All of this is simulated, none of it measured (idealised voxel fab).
process module | voxel air gaps
cross-section cut | 210 nm wide | cells 5 nm
A cross-section is a grid of square cells, given in bands from the top down. A band is one or more rows of cells.
Each band's line starts with the height of the band's top and of its bottom, in nm. Then come its materials from left to right, each with its width in nm. One material with "throughout" fills the band from edge to edge. "air" is empty space.
Height 0 is the level under which the wafer as received is all one material. The lowest band goes on downwards, as in "0 down".
A width such as "30 to 40" changes by the same amount from each row of cells to the next, from the band's top row to its bottom row.
"no change" after a step means that no cell of the cross-section changed.
closed voids: empty space of 8 cells or more with no open way to the top, each as width x height at its distance from the left edge, in nm
after a step's settings: what the simulator itself notes on the step
overlay nm, on a step with a mask: how far to the right of its planned place the mask lay; to the left if negative
plan
1 op RECEIVE | material Si
2 op CONFORMAL_DEP | material SiO2 | thk nm 15
3 op CONFORMAL_DEP | material SiCN | thk nm 5
4 op DIRECTIONAL_DEP | material SiO2 | thk nm 40
5 op DIRECTIONAL_DEP | material aC | thk nm 15
6 op PATTERN | tone open | mask id LINES | material resist | width nm 20 | pitch nm 50 | thk nm 35 | overlay nm 0
7 op DIRECTIONAL_ETCH | etch materials aC | depth nm 15
8 op STRIP | etch materials resist
9 op DIRECTIONAL_ETCH | etch materials SiO2 | depth nm 40
10 op STRIP | etch materials aC
11 op CONFORMAL_DEP | material TiN | thk nm 5
12 op FILL_DEP | material Ru | thk nm 10
13 op CMP | height nm 60
14 op EPI | material Ru | thk nm 10
15 op SELECTIVE_ETCH | etch materials SiO2 | depth nm 50
16 op CONFORMAL_DEP | material SiCN | thk nm 5
first wafer, as planned
as received, after step 1
  0 down: Si throughout
  closed voids: none
after step 2
  15 to 0: SiO2 throughout
  below 0: unchanged
after step 3
  20 to 15: SiCN throughout
  below 15: unchanged
after step 4
  60 to 20: SiO2 throughout
  below 20: unchanged
after step 5
  75 to 60: aC throughout
  below 60: unchanged
after step 6
  110 to 75: resist 20 | air 20 | resist 30 | air 20 | resist 30 | air 20 | resist 30 | air 20 | resist 20
  below 75: unchanged
after step 7
  95 to 75: resist 20 | air 20 | resist 30 | air 20 | resist 30 | air 20 | resist 30 | air 20 | resist 20
  75 to 60: aC 20 | air 20 | aC 30 | air 20 | aC 30 | air 20 | aC 30 | air 20 | aC 20
  below 60: unchanged
after step 8
  75 to 60: aC 20 | air 20 | aC 30 | air 20 | aC 30 | air 20 | aC 30 | air 20 | aC 20
  below 60: unchanged
after step 9
  75 to 60: aC 20 | air 20 | aC 30 | air 20 | aC 30 | air 20 | aC 30 | air 20 | aC 20
  60 to 20: SiO2 20 | air 20 | SiO2 30 | air 20 | SiO2 30 | air 20 | SiO2 30 | air 20 | SiO2 20
  below 20: unchanged
after step 10
  60 to 20: SiO2 20 | air 20 | SiO2 30 | air 20 | SiO2 30 | air 20 | SiO2 30 | air 20 | SiO2 20
  below 20: unchanged
after step 11
  65 to 60: TiN 25 | air 10 | TiN 40 | air 10 | TiN 40 | air 10 | TiN 40 | air 10 | TiN 25
  60 to 25: SiO2 20 | TiN 5 | air 10 | TiN 5 | SiO2 30 | TiN 5 | air 10 | TiN 5 | SiO2 30 | TiN 5 | air 10 | TiN 5 | SiO2 30 | TiN 5 | air 10 | TiN 5 | SiO2 20
  25 to 20: SiO2 20 | TiN 20 | SiO2 30 | TiN 20 | SiO2 30 | TiN 20 | SiO2 30 | TiN 20 | SiO2 20
  below 20: unchanged
after step 12
  75 to 65: Ru throughout
  65 to 60: TiN 25 | Ru 10 | TiN 40 | Ru 10 | TiN 40 | Ru 10 | TiN 40 | Ru 10 | TiN 25
  60 to 25: SiO2 20 | TiN 5 | Ru 10 | TiN 5 | SiO2 30 | TiN 5 | Ru 10 | TiN 5 | SiO2 30 | TiN 5 | Ru 10 | TiN 5 | SiO2 30 | TiN 5 | Ru 10 | TiN 5 | SiO2 20
  below 25: unchanged
after step 13
  60 to 25: SiO2 20 | TiN 5 | Ru 10 | TiN 5 | SiO2 30 | TiN 5 | Ru 10 | TiN 5 | SiO2 30 | TiN 5 | Ru 10 | TiN 5 | SiO2 30 | TiN 5 | Ru 10 | TiN 5 | SiO2 20
  below 25: unchanged
after step 14
  70 to 60: air 10 | Ru 40 | air 10 | Ru 40 | air 10 | Ru 40 | air 10 | Ru 40 | air 10
  below 60: unchanged
after step 15
  70 to 60: air 10 | Ru 40 | air 10 | Ru 40 | air 10 | Ru 40 | air 10 | Ru 40 | air 10
  60 to 25: air 20 | TiN 5 | Ru 10 | TiN 5 | air 30 | TiN 5 | Ru 10 | TiN 5 | air 30 | TiN 5 | Ru 10 | TiN 5 | air 30 | TiN 5 | Ru 10 | TiN 5 | air 20
  25 to 20: air 20 | TiN 20 | air 30 | TiN 20 | air 30 | TiN 20 | air 30 | TiN 20 | air 20
  below 20: unchanged
after step 16
  75 to 70: air 5 | SiCN 200 | air 5
  70 to 60: air 5 | SiCN 5 | Ru 40 | SiCN 10 | Ru 40 | SiCN 10 | Ru 40 | SiCN 10 | Ru 40 | SiCN 5 | air 5
  60 to 55: air 5 | SiCN 15 | TiN 5 | Ru 10 | TiN 5 | SiCN 30 | TiN 5 | Ru 10 | TiN 5 | SiCN 30 | TiN 5 | Ru 10 | TiN 5 | SiCN 30 | TiN 5 | Ru 10 | TiN 5 | SiCN 15 | air 5
  55 to 25: air 15 | SiCN 5 | TiN 5 | Ru 10 | TiN 5 | SiCN 5 | air 20 | SiCN 5 | TiN 5 | Ru 10 | TiN 5 | SiCN 5 | air 20 | SiCN 5 | TiN 5 | Ru 10 | TiN 5 | SiCN 5 | air 20 | SiCN 5 | TiN 5 | Ru 10 | TiN 5 | SiCN 5 | air 15
  25 to 20: SiCN 20 | TiN 20 | SiCN 30 | TiN 20 | SiCN 30 | TiN 20 | SiCN 30 | TiN 20 | SiCN 20
  below 20: unchanged
  closed voids: 20 x 30 at 45; 20 x 30 at 95; 20 x 30 at 145
second wafer: like start, like plan, one mistake. Through step 13 it matches the first wafer
when step 14 should have ended
  80 to 60: Ru throughout
  below 60: unchanged
when step 15 should have ended: no change
when step 16 should have ended
  85 to 80: SiCN throughout
  below 80: unchanged
what went wrong: step 14 was run twice
at the end the second wafer has, in cells: 104 more of Ru | 112 fewer of SiCN | 208 more of SiO2
closed voids at the end (first wafer, second wafer): 3, 0
